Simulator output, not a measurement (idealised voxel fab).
Process module name: voxel quadruple lines
cross-section cut | 285 nm wide | cells 5 nm
Throughout this document, each cross-section is represented as a grid of square cells and is presented as a sequence of bands enumerated from the top downward, where a band comprises one or more rows of cells.
In this notation a band is specified by the heights of its top and bottom, in that order and in nm, after which its materials appear from left to right, each paired with its width in nm. The word "everywhere" attached to a single material means that material fills the band from edge to edge; the word "blank" stands for empty space.
Counting heights begins at 0, where everything beneath is, in the wafer as received, one material. The lowest band has no bottom; it goes on downwards, as "top 0, no bottom" shows.
So if you see something like "30..40" for the width, read it as the top row of the band sitting at the first number and the bottom row at the second, with every row in between moving by the same amount as the last.
You'll sometimes find "remained the same" written for a step, and that's the way of saying that nowhere in the cross-section did a cell change during that step.
"Completely enclosed voids" contains a list of empty spaces, each no smaller than 8 cells and without an open way to the top, written in the form width x height at distance with the distance from the left edge and all three in nm.
after a step's settings: what the simulator itself notes on the step
overlay nm: on a step with a mask, how far right of its planned place the mask lay; negative means left.

-- Set out below are the planned steps of the process
- 1: RECEIVE with material Si
- 2: CONFORMAL_DEP with material SiO2, thk nm 10
- 3: DIRECTIONAL_DEP with material W, thk nm 10
- 4: DIRECTIONAL_DEP with material polySi, thk nm 20
- 5: DIRECTIONAL_DEP with material aC, thk nm 20
- 6: PATTERN with tone cover, mask id MANDREL, material resist, width nm 30, pitch nm 80, thk nm 25, overlay nm 0
- 7: DIRECTIONAL_ETCH with etch materials aC, depth nm 20
- 8: STRIP with etch materials resist
- 9: CONFORMAL_DEP with material SiO2, thk nm 10
- 10: DIRECTIONAL_ETCH with etch materials SiO2, depth nm 10
- 11: STRIP with etch materials aC
- 12: DIRECTIONAL_ETCH with etch materials polySi, depth nm 20
- 13: STRIP with etch materials SiO2
- 14: CONFORMAL_DEP with material SiCN, thk nm 5
- 15: DIRECTIONAL_ETCH with etch materials SiCN, depth nm 10
- 16: STRIP with etch materials polySi
- 17: DIRECTIONAL_ETCH with etch materials W, depth nm 10
- 18: STRIP with etch materials SiCN
The wafers in this document start out alike and differ in the thk nm applied at step 14; the plan shows the value used for the first wafer.

-- Received wafers, first of several: cross-section after step 1
- top 0, no bottom: Si everywhere
- Completely enclosed voids: none

-- Every row in this table is a wafer at the end of the module, and it gives, for each of the materials, the cells that wafer has gained (+) or lost (-) since it was received, then its closed voids
thk nm 5 | +114 SiO2 | +16 W | Completely enclosed voids: none
thk nm 10 | +114 SiO2 | +32 W | Completely enclosed voids: none
thk nm 15 | +114 SiO2 | +114 W | +32 polySi | Completely enclosed voids: none
thk nm 20 | +114 SiO2 | +114 W | +32 polySi | Completely enclosed voids: none
thk nm 25 | +114 SiO2 | +114 W | +32 polySi | Completely enclosed voids: none
